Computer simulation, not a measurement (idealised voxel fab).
voxel local oxidation: a process module
Shown is cross-section cut, with a width of 205 nm and square cells of size 5 nm.
Cross-section = grid of square cells, listed top down in bands; band = one or more rows. The band entry comprises the height of the band's top followed by the height of its bottom, expressed in nm, and subsequently the band's materials from left to right, each stated together with its width in nm. Where a single material is marked with the word "full width", that material fills the band from edge to edge. The word "empty" represents empty space. Height is counted from the level 0, under which the received wafer is composed throughout of one material. The lowest of the bands is not closed at the bottom but continues downward, in the notation "0 nm and below". Read "30 to 40" as a graded width: first number on top, second number at the bottom, same change between each pair of neighbouring rows. When a step is marked "remained the same", none of the cells in the cross-section changed during that step. "Closed internal voids" means: voids of 8 cells or more that are shut off from the top with no open way through. Written width x height at distance, distance from the left edge, in nm. Read whatever lies past the settings on a step's line as the simulator's own remark about the step. "overlay nm" on a masked step: distance the mask lay right of its planned place, negative for left.

# The process steps that were planned are listed below
1 RECEIVE: material Si
2 CONFORMAL_DEP: material SiO2, thk nm 5
3 CONFORMAL_DEP: material SiN, thk nm 10
4 DIRECTIONAL_DEP: material aC, thk nm 15
5 PATTERN: tone cover, mask id ACTIVE, material resist, width nm 105, thk nm 30, overlay nm 0
6 DIRECTIONAL_ETCH: etch materials aC, depth nm 15
7 STRIP: etch materials resist
8 DIRECTIONAL_ETCH: etch materials SiN, depth nm 10
9 STRIP: etch materials aC
10 SELECTIVE_ETCH: etch materials SiO2, depth nm 5
11 OXIDIZE: depth nm 15
12 STRIP: etch materials SiN

# Cross-section, incoming material, after step 1
  0 nm and below  Si full width
  Closed internal voids: none

# Sectioned view, first of two wafers, at the close of the module, processed as intended in the plan
  5 nm to 0 nm  55 of empty, 95 of SiO2, 55 of empty
  0 nm to -15 nm  70 of SiO2, 65 of Si, 70 of SiO2
  -15 nm and below  Si full width
  Closed internal voids: none

# Cross-sectional view: second of two wafers, end of module; start and plan identical to the first, one mistake in running
  5 nm to 0 nm  45 of SiO2, 115 of empty, 45 of SiO2
  0 nm to -15 nm  30 of Si, 145 of SiO2, 30 of Si
  -15 nm and below  Si full width
  Closed internal voids: none
what went wrong: off-plan run, step 5, actual operation and settings PATTERN: tone open, mask id ACTIVE, material resist, width nm 105, thk nm 30, overlay nm 0
Looking at both finished wafers in cells, the second ends up ahead of or behind the first on some materials: Si -3; SiO2 +2
